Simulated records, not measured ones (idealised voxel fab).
process module | voxel self aligned contacts
cross-section cut | 260 nm wide | cells 5 nm
A cross-section is a grid of square cells, given in bands from the top down. A band is one or more rows of cells.
Each band's line starts with the height of the band's top and of its bottom, in nm. Then come its materials from left to right, each with its width in nm. One material with "throughout" fills the band from edge to edge. "air" is empty space.
Height 0 is the level under which the wafer as received is all one material. The lowest band goes on downwards, as in "0 down".
A width such as "30 to 40" changes by the same amount from each row of cells to the next, from the band's top row to its bottom row.
"no change" after a step means that no cell of the cross-section changed.
closed voids: empty space of 8 cells or more with no open way to the top, each as width x height at its distance from the left edge, in nm
after a step's settings: what the simulator itself notes on the step
overlay nm, on a step with a mask: how far to the right of its planned place the mask lay; to the left if negative
plan
1 op RECEIVE | material Si
2 op CONFORMAL_DEP | material SiO2 | thk nm 5
3 op DIRECTIONAL_DEP | material polySi | thk nm 30
4 op DIRECTIONAL_DEP | material SiN | thk nm 25
5 op MASKED_ETCH | tone cover | mask id GATE | width nm 30 | pitch nm 75 | etch materials SiN | depth nm 25 | overlay nm 0
6 op MASKED_ETCH | tone cover | mask id GATE | width nm 30 | pitch nm 75 | etch materials polySi | depth nm 30 | overlay nm 0
7 op CONFORMAL_DEP | material SiN | thk nm 10
8 op DIRECTIONAL_ETCH | etch materials SiN | depth nm 10
9 op FILL_DEP | material SiO2 | thk nm 15
10 op CMP | height nm 65
11 op MASKED_ETCH | tone open | mask id CONTACT | width nm 55 | etch materials SiO2 | depth nm 65 | overlay nm 0
12 op CONFORMAL_DEP | material TiN | thk nm 5
13 op FILL_DEP | material W | thk nm 5
14 op CMP | height nm 65
15 op CONFORMAL_DEP | material SiN | thk nm 5
first wafer, as planned
as received, after step 1
  0 down: Si throughout
  closed voids: none
after step 2
  5 to 0: SiO2 throughout
  below 0: unchanged
after step 3
  35 to 5: polySi throughout
  below 5: unchanged
after step 4
  60 to 35: SiN throughout
  below 35: unchanged
after step 5
  60 to 35: air 75 | SiN 30 | air 45 | SiN 30 | air 80
  below 35: unchanged
after step 6
  60 to 35: air 75 | SiN 30 | air 45 | SiN 30 | air 80
  35 to 5: air 75 | polySi 30 | air 45 | polySi 30 | air 80
  below 5: unchanged
after step 7
  70 to 35: air 65 | SiN 50 | air 25 | SiN 50 | air 70
  35 to 15: air 65 | SiN 10 | polySi 30 | SiN 10 | air 25 | SiN 10 | polySi 30 | SiN 10 | air 70
  15 to 5: SiN 75 | polySi 30 | SiN 45 | polySi 30 | SiN 80
  below 5: unchanged
after step 8
  60 to 35: air 65 | SiN 50 | air 25 | SiN 50 | air 70
  35 to 5: air 65 | SiN 10 | polySi 30 | SiN 10 | air 25 | SiN 10 | polySi 30 | SiN 10 | air 70
  below 5: unchanged
after step 9
  75 to 60: SiO2 throughout
  60 to 35: SiO2 65 | SiN 50 | SiO2 25 | SiN 50 | SiO2 70
  35 to 5: SiO2 65 | SiN 10 | polySi 30 | SiN 10 | SiO2 25 | SiN 10 | polySi 30 | SiN 10 | SiO2 70
  below 5: unchanged
after step 10
  65 to 60: SiO2 throughout
  below 60: unchanged
after step 11
  65 to 60: SiO2 100 | air 55 | SiO2 105
  60 to 35: SiO2 65 | SiN 50 | air 25 | SiN 50 | SiO2 70
  35 to 5: SiO2 65 | SiN 10 | polySi 30 | SiN 10 | air 25 | SiN 10 | polySi 30 | SiN 10 | SiO2 70
  5 to 0: SiO2 115 | air 25 | SiO2 120
  below 0: unchanged
after step 12
  70 to 65: TiN 105 | air 45 | TiN 110
  65 to 60: SiO2 100 | TiN 20 | air 15 | TiN 20 | SiO2 105
  60 to 35: SiO2 65 | SiN 50 | TiN 5 | air 15 | TiN 5 | SiN 50 | SiO2 70
  35 to 5: SiO2 65 | SiN 10 | polySi 30 | SiN 10 | TiN 5 | air 15 | TiN 5 | SiN 10 | polySi 30 | SiN 10 | SiO2 70
  5 to 0: SiO2 115 | TiN 25 | SiO2 120
  below 0: unchanged
after step 13
  75 to 70: W throughout
  70 to 65: TiN 105 | W 45 | TiN 110
  65 to 60: SiO2 100 | TiN 20 | W 15 | TiN 20 | SiO2 105
  60 to 35: SiO2 65 | SiN 50 | TiN 5 | W 15 | TiN 5 | SiN 50 | SiO2 70
  35 to 5: SiO2 65 | SiN 10 | polySi 30 | SiN 10 | TiN 5 | W 15 | TiN 5 | SiN 10 | polySi 30 | SiN 10 | SiO2 70
  below 5: unchanged
after step 14
  65 to 60: SiO2 100 | TiN 20 | W 15 | TiN 20 | SiO2 105
  below 60: unchanged
after step 15
  70 to 65: SiN throughout
  below 65: unchanged
second wafer: like start, like plan, one mistake. Through step 6 it matches the first wafer
when step 7 should have ended: no change
when step 8 should have ended
  50 to 35: air 75 | SiN 30 | air 45 | SiN 30 | air 80
  below 35: unchanged
when step 9 should have ended
  65 to 50: SiO2 throughout
  50 to 35: SiO2 75 | SiN 30 | SiO2 45 | SiN 30 | SiO2 80
  35 to 5: SiO2 75 | polySi 30 | SiO2 45 | polySi 30 | SiO2 80
  below 5: unchanged
when step 10 should have ended: no change
when step 11 should have ended
  65 to 50: SiO2 100 | air 55 | SiO2 105
  50 to 35: SiO2 75 | SiN 30 | air 45 | SiN 30 | SiO2 80
  35 to 5: SiO2 75 | polySi 30 | air 45 | polySi 30 | SiO2 80
  5 to 0: SiO2 105 | air 45 | SiO2 110
  below 0: unchanged
when step 12 should have ended
  70 to 65: TiN 105 | air 45 | TiN 110
  65 to 55: SiO2 100 | TiN 5 | air 45 | TiN 5 | SiO2 105
  55 to 50: SiO2 100 | TiN 10 | air 35 | TiN 10 | SiO2 105
  50 to 35: SiO2 75 | SiN 30 | TiN 5 | air 35 | TiN 5 | SiN 30 | SiO2 80
  35 to 5: SiO2 75 | polySi 30 | TiN 5 | air 35 | TiN 5 | polySi 30 | SiO2 80
  5 to 0: SiO2 105 | TiN 45 | SiO2 110
  below 0: unchanged
when step 13 should have ended
  75 to 70: W throughout
  70 to 65: TiN 105 | W 45 | TiN 110
  65 to 55: SiO2 100 | TiN 5 | W 45 | TiN 5 | SiO2 105
  55 to 50: SiO2 100 | TiN 10 | W 35 | TiN 10 | SiO2 105
  50 to 35: SiO2 75 | SiN 30 | TiN 5 | W 35 | TiN 5 | SiN 30 | SiO2 80
  35 to 5: SiO2 75 | polySi 30 | TiN 5 | W 35 | TiN 5 | polySi 30 | SiO2 80
  below 5: unchanged
when step 14 should have ended
  65 to 55: SiO2 100 | TiN 5 | W 45 | TiN 5 | SiO2 105
  below 55: unchanged
when step 15 should have ended
  70 to 65: SiN throughout
  below 65: unchanged
what went wrong: step 7 was left out
at the end the second wafer has, in cells: 112 fewer of SiN | 60 more of SiO2 | 52 more of W
